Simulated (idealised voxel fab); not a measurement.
Presented below is a process module, voxel self aligned contacts.
We display cut, a cross-section 235 nm in width whose square cells are each 5 nm.
A cross-section in this document is a grid of square cells, and it is written down as bands, the top band listed before the ones below it; a band is made up of one or more rows of cells.
For a band, the entry starts with two heights in nm, that of the top and then that of the bottom, and carries on with the band's materials in order from left to right, each alongside its width in nm; the word "everywhere" beside a single material means it fills the band edge to edge, and "air" means empty space.
Heights are expressed relative to 0, this being the level below which the as-received wafer comprises one material exclusively. The lowest band is unbounded in the downward direction and is denoted as in "0..down".
The expression "30 to 40" gives the width at the extremes of the band, the first number at its top row of cells and the second at its bottom row, with the width changing by equal amounts from each row to the next in between.
"nothing different", as given for a step, is the statement that not any cell of the cross-section underwent a change during that step.
If an empty space has no open way to the top and is at least 8 cells in size, "Cavities, closed" lists it, written width x height at distance, where distance is measured from the left edge and every value is in nm.
Text after the settings on a step's line: the simulator's own remark on that step.
Each step line may optionally specify "overlay nm", which for a step with a mask gives the rightward distance between the mask's planned place and where it lay, a negative value indicating the leftward direction.

The planned process steps are enumerated hereunder:
1) RECEIVE, material Si
2) OXIDIZE, depth nm 5
3) DIRECTIONAL_DEP, material polySi, thk nm 20
4) DIRECTIONAL_DEP, material SiN, thk nm 15
5) DIRECTIONAL_DEP, material aC, thk nm 15
6) PATTERN, tone cover, mask id GATE, material resist, width nm 35, pitch nm 60, thk nm 30, overlay nm 0
7) DIRECTIONAL_ETCH, etch materials aC, depth nm 15
8) STRIP, etch materials resist
9) DIRECTIONAL_ETCH, etch materials SiN, depth nm 15
10) DIRECTIONAL_ETCH, etch materials polySi, depth nm 20
11) STRIP, etch materials aC
12) CONFORMAL_DEP, material SiN, thk nm 5
13) DIRECTIONAL_ETCH, etch materials SiN, depth nm 5
14) FILL_DEP, material SiO2, thk nm 10
15) CMP, height nm 40
16) DIRECTIONAL_DEP, material aC, thk nm 10
17) PATTERN, tone open, mask id CONTACT, material resist, width nm 35, thk nm 30, overlay nm 0
18) DIRECTIONAL_ETCH, etch materials aC, depth nm 10
19) STRIP, etch materials resist
20) DIRECTIONAL_ETCH, etch materials SiO2, depth nm 45
21) STRIP, etch materials aC
22) CONFORMAL_DEP, material TiN, thk nm 5
23) FILL_DEP, material Ru, thk nm 10
24) CMP, height nm 40
25) CONFORMAL_DEP, material SiN, thk nm 5

Cross-section of the wafer upon arrival, representing the state reached after step 1:
- 0..down  Si everywhere
- Cavities, closed: none

This is how the wafer looks in cross-section once the module is done, given the starting state and plan above and one mistake in carrying the plan out:
- 45..40  SiN everywhere
- 40..35  SiO2: 100, TiN: 15, Ru: 5, TiN: 15, SiO2: 100
- 35..20  SiO2: 65, SiN: 5, polySi: 35, SiN: 5, TiN: 5, Ru: 5, TiN: 5, SiN: 5, polySi: 35, SiN: 5, SiO2: 65
- 20..15  SiO2: 65, SiN: 5, polySi: 35, SiN: 5, TiN: 15, SiN: 5, polySi: 35, SiN: 5, SiO2: 65
- 15..0  SiN everywhere
- 0..-5  SiO2 everywhere
- -5..down  Si everywhere
- Cavities, closed: none
What went wrong in running the wafer? sequence error: steps 3 and 4 interchanged
